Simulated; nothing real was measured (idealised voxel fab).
This section sets out a process module, namely voxel self aligned contacts.
Xsec cut, 165 nm wide, square cell size 5 nm.
Bands, listed from the top down, are how a cross-section gets written in this document; the cross-section itself is a grid of square cells, and a band is one or more rows of them. In this notation a band is specified by the heights of its top and bottom, in that order and in nm, after which its materials appear from left to right, each paired with its width in nm. The word "all across" attached to a single material means that material fills the band from edge to edge; the word "air" stands for empty space. It should be noted that heights are counted from 0, beneath which the wafer as supplied is of one material throughout, and that the lowest band possesses no lower boundary but continues downward, as written in "0 -> down". Per-row width for "30 to 40": begins at first number (top row of band), ends at second number (bottom row), increment between rows held constant. "nothing changed" after a step means that no cell of the cross-section changed. The entry titled "Sealed void listing" provides the empty spaces that have no open way to the top, restricted to those of 8 cells or more. Each is presented as width x height at distance, the distance being measured from the left edge, with all three in nm. Text after the settings on a step's line: the simulator's own remark on that step. "overlay nm" answers the question of how far to the right of plan the mask lay on a step that has a mask, and when it is negative the answer is to the left.
Process steps - plan:
- 1: RECEIVE: material Si
- 2: CONFORMAL_DEP: material SiO2, thk nm 5
- 3: DIRECTIONAL_DEP: material polySi, thk nm 30
- 4: DIRECTIONAL_DEP: material SiN, thk nm 15
- 5: MASKED_ETCH: tone cover, mask id GATE, width nm 35, pitch nm 70, etch materials SiN, depth nm 15, overlay nm 0
- 6: MASKED_ETCH: tone cover, mask id GATE, width nm 35, pitch nm 70, etch materials polySi, depth nm 30, overlay nm 0
- 7: CONFORMAL_DEP: material SiN, thk nm 5
- 8: DIRECTIONAL_ETCH: etch materials SiN, depth nm 5
- 9: FILL_DEP: material SiO2, thk nm 15
- 10: CMP: height nm 55
- 11: MASKED_ETCH: tone open, mask id CONTACT, width nm 45, etch materials SiO2, depth nm 55, overlay nm 0
- 12: CONFORMAL_DEP: material TiN, thk nm 5
- 13: FILL_DEP: material Ru, thk nm 10
- 14: CMP: height nm 55
- 15: CONFORMAL_DEP: material SiCN, thk nm 5
As-received state of the wafer in cross-section, equivalent to post-step 1:
- 0 -> down  Si all across
- Sealed void listing: none
As-planned run: cross-section of the first of two wafers at end of module:
- 60 -> 55  SiCN all across
- 55 -> 50  SiO2: 60; TiN: 15; Ru: 15; TiN: 15; SiO2: 60
- 50 -> 35  SiO2: 25; SiN: 45; TiN: 5; Ru: 15; TiN: 5; SiN: 45; SiO2: 25
- 35 -> 5  SiO2: 25; SiN: 5; polySi: 35; SiN: 5; TiN: 5; Ru: 15; TiN: 5; SiN: 5; polySi: 35; SiN: 5; SiO2: 25
- 5 -> 0  SiO2: 70; TiN: 25; SiO2: 70
- 0 -> down  Si all across
- Sealed void listing: none
Wafer two (of two), end-of-module cross-section: start = wafer one, plan = wafer one, one run mistake:
- 60 -> 55  SiCN all across
- 55 -> 50  SiO2: 55; TiN: 20; Ru: 15; TiN: 10; SiO2: 65
- 50 -> 35  SiO2: 25; SiN: 45; TiN: 5; Ru: 15; TiN: 5; SiN: 45; SiO2: 25
- 35 -> 5  SiO2: 25; SiN: 5; polySi: 35; SiN: 5; TiN: 5; Ru: 15; TiN: 5; SiN: 5; polySi: 35; SiN: 5; SiO2: 25
- 5 -> 0  SiO2: 70; TiN: 25; SiO2: 70
- 0 -> down  Si all across
- Sealed void listing: none
Plan not followed: the process deviated at step 11: the operation and settings actually run there were MASKED_ETCH: tone open, mask id CONTACT, width nm 45, etch materials SiO2, depth nm 55, overlay nm -5
Upon completion, the cell count for each material on the second wafer equals that on the first, whereas the spatial distribution of those cells differs.
